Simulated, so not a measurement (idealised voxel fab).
This is a process module. Its name is voxel transistor to metal.
Shown is cross-section cut, with a width of 195 nm and square cells of size 5 nm.
In this document a cross-section is written as a grid of square cells. It is given as a series of bands, listed from the top down, and a band is one or more rows of cells. Read a band's entry like this: the first values are the height of its top and the height of its bottom in nm, and what follows is the sequence of materials from left to right, each with its width in nm. Note that "blank" is empty space, and that a single material marked "full width" reaches across the band from edge to edge. Height is counted from the level 0, under which the received wafer is composed throughout of one material. The lowest of the bands is not closed at the bottom but continues downward, in the notation "top 0, no bottom". You'd read "30 to 40" like this: the band's top row of cells is as wide as the first number, its bottom row is as wide as the second, and going down, every row changes width by the same amount as the row before did. Step marked "nothing different"? Then no cell in the cross-section changed in it. The list in "Entrapped void list" covers empty spaces of 8 cells or more that cannot reach the top through any open way, and it gives each as width x height at distance; the distance is from the left edge, and width, height and distance are in nm. Text after the settings on a step's line: the simulator's own remark on that step. "overlay nm" answers the question of how far to the right of plan the mask lay on a step that has a mask, and when it is negative the answer is to the left.

Intended process steps
1. RECEIVE | material Si
2. OXIDIZE | depth nm 5
3. CONFORMAL_DEP | material SiN | thk nm 10
4. PATTERN | tone cover | mask id ACTIVE | material resist | width nm 115 | thk nm 20 | overlay nm 0
5. DIRECTIONAL_ETCH | etch materials SiN | depth nm 10
6. DIRECTIONAL_ETCH | etch materials SiO2 | depth nm 5
7. DIRECTIONAL_ETCH | etch materials Si | depth nm 35
8. STRIP | etch materials resist
9. FILL_DEP | material SiO2 | thk nm 5
10. CMP | height nm 10
11. SELECTIVE_ETCH | etch materials SiO2 | depth nm 10
12. STRIP | etch materials SiN
13. SELECTIVE_ETCH | etch materials SiO2 | depth nm 5
14. OXIDIZE | depth nm 5
15. DIRECTIONAL_DEP | material polySi | thk nm 20
16. DIRECTIONAL_DEP | material SiCN | thk nm 10
17. MASKED_ETCH | tone cover | mask id GATE | width nm 25 | etch materials SiCN | depth nm 20 | overlay nm 0
18. MASKED_ETCH | tone cover | mask id GATE | width nm 25 | etch materials polySi | depth nm 30 | overlay nm 0
19. CONFORMAL_DEP | material SiN | thk nm 10
20. DIRECTIONAL_ETCH | etch materials SiN | depth nm 10
21. DIRECTIONAL_ETCH | etch materials SiO2 | depth nm 5
22. DIRECTIONAL_ETCH | etch materials Si | depth nm 10
23. EPI | material SiGe | thk nm 10
24. FILL_DEP | material SiO2 | thk nm 5
25. CMP | height nm 15
26. STRIP | etch materials polySi
27. SELECTIVE_ETCH | etch materials SiO2 | depth nm 5
28. CONFORMAL_DEP | material HfO2 | thk nm 5
29. CONFORMAL_DEP | material TiN | thk nm 5
30. FILL_DEP | material W | thk nm 10
31. CMP | height nm 10
32. DIRECTIONAL_DEP | material SiO2 | thk nm 15
33. MASKED_ETCH | tone open | mask id CONTACT | width nm 20 | pitch nm 75 | etch materials SiO2 | depth nm 35 | overlay nm 0
34. CONFORMAL_DEP | material TiN | thk nm 5
35. FILL_DEP | material W | thk nm 10
36. CMP | height nm 25
37. DIRECTIONAL_DEP | material TiN | thk nm 5
38. DIRECTIONAL_DEP | material W | thk nm 20
39. PATTERN | tone cover | mask id METAL_1 | material resist | width nm 20 | pitch nm 75 | thk nm 15 | overlay nm 0
40. DIRECTIONAL_ETCH | etch materials W | depth nm 20
41. DIRECTIONAL_ETCH | etch materials TiN | depth nm 5
42. STRIP | etch materials resist
43. CONFORMAL_DEP | material SiN | thk nm 5
44. FILL_DEP | material lowk | thk nm 5
45. CMP | height nm 50
46. CONFORMAL_DEP | material SiCN | thk nm 5

This is the cross-section of the wafer as we received it, i.e. after step 1
* top 0, no bottom = Si full width
* Entrapped void list: none

First of two wafers at the end of the module, shown in cross-section; run carried out as planned
* top 55, bottom 50 = SiCN full width
* top 50, bottom 30 = lowk (45); SiN (5); W (20); SiN (5); lowk (45); SiN (5); W (20); SiN (5); lowk (45)
* top 30, bottom 25 = SiN (50); TiN (20); SiN (55); TiN (20); SiN (50)
* top 25, bottom 10 = SiO2 (50); TiN (5); W (10); TiN (5); SiO2 (55); TiN (5); W (10); TiN (5); SiO2 (50)
* top 10, bottom 0 = SiO2 (50); TiN (5); W (10 to 5); TiN (5 to 10); SiO2 (5); SiN (10); HfO2 (5); TiN (5); W (5); TiN (5); HfO2 (5); SiN (10); SiO2 (5); TiN (5 to 10); W (10 to 5); TiN (5); SiO2 (50)
* top 0, bottom -5 = SiO2 (50); TiN (5); W (5); TiN (5); SiGe (10); SiN (10); HfO2 (5); TiN (15); HfO2 (5); SiN (10); SiGe (10); TiN (5); W (5); TiN (5); SiO2 (50)
* top -5, bottom -10 = SiO2 (50); TiN (15); SiGe (10); SiO2 (5); HfO2 (35); SiO2 (5); SiGe (10); TiN (15); SiO2 (50)
* top -10, bottom -20 = SiO2 (40); SiGe (35); Si (45); SiGe (35); SiO2 (40)
* top -20, bottom -40 = SiO2 (40); Si (115); SiO2 (40)
* top -40, no bottom = Si full width
* Entrapped void list: none

Here's the second of our two wafers sectioned at module end. Same start as the first, same plan, but one mistake got made running it
* top 55, bottom 50 = SiCN full width
* top 50, bottom 30 = lowk (45); SiN (5); W (20); SiN (5); lowk (45); SiN (5); W (20); SiN (5); lowk (45)
* top 30, bottom 25 = SiN (50); TiN (20); SiN (55); TiN (20); SiN (50)
* top 25, bottom 20 = W full width
* top 20, bottom 15 = TiN (55); W (10); TiN (65); W (10); TiN (55)
* top 15, bottom 10 = SiO2 (50); TiN (5); W (10); TiN (5); SiO2 (55); TiN (5); W (10); TiN (5); SiO2 (50)
* top 10, bottom 0 = SiO2 (50); TiN (5); W (10 to 5); TiN (5 to 10); SiO2 (5); SiN (10); HfO2 (5); TiN (5); W (5); TiN (5); HfO2 (5); SiN (10); SiO2 (5); TiN (5 to 10); W (10 to 5); TiN (5); SiO2 (50)
* top 0, bottom -5 = SiO2 (50); TiN (5); W (5); TiN (5); SiGe (10); SiN (10); HfO2 (5); TiN (15); HfO2 (5); SiN (10); SiGe (10); TiN (5); W (5); TiN (5); SiO2 (50)
* top -5, bottom -10 = SiO2 (50); TiN (15); SiGe (10); SiO2 (5); HfO2 (35); SiO2 (5); SiGe (10); TiN (15); SiO2 (50)
* top -10, bottom -20 = SiO2 (40); SiGe (35); Si (45); SiGe (35); SiO2 (40)
* top -20, bottom -40 = SiO2 (40); Si (115); SiO2 (40)
* top -40, no bottom = Si full width
* Entrapped void list: none
In executing the process, a mistake was made relative to the plan: step 32 ran with different settings than intended, the actual operation and settings being DIRECTIONAL_DEP | material SiO2 | thk nm 5
Bottom line after processing is that, in cells, the second wafer is up or down on some materials versus the first: SiO2: 62 fewer, TiN: 27 more, W: 35 more
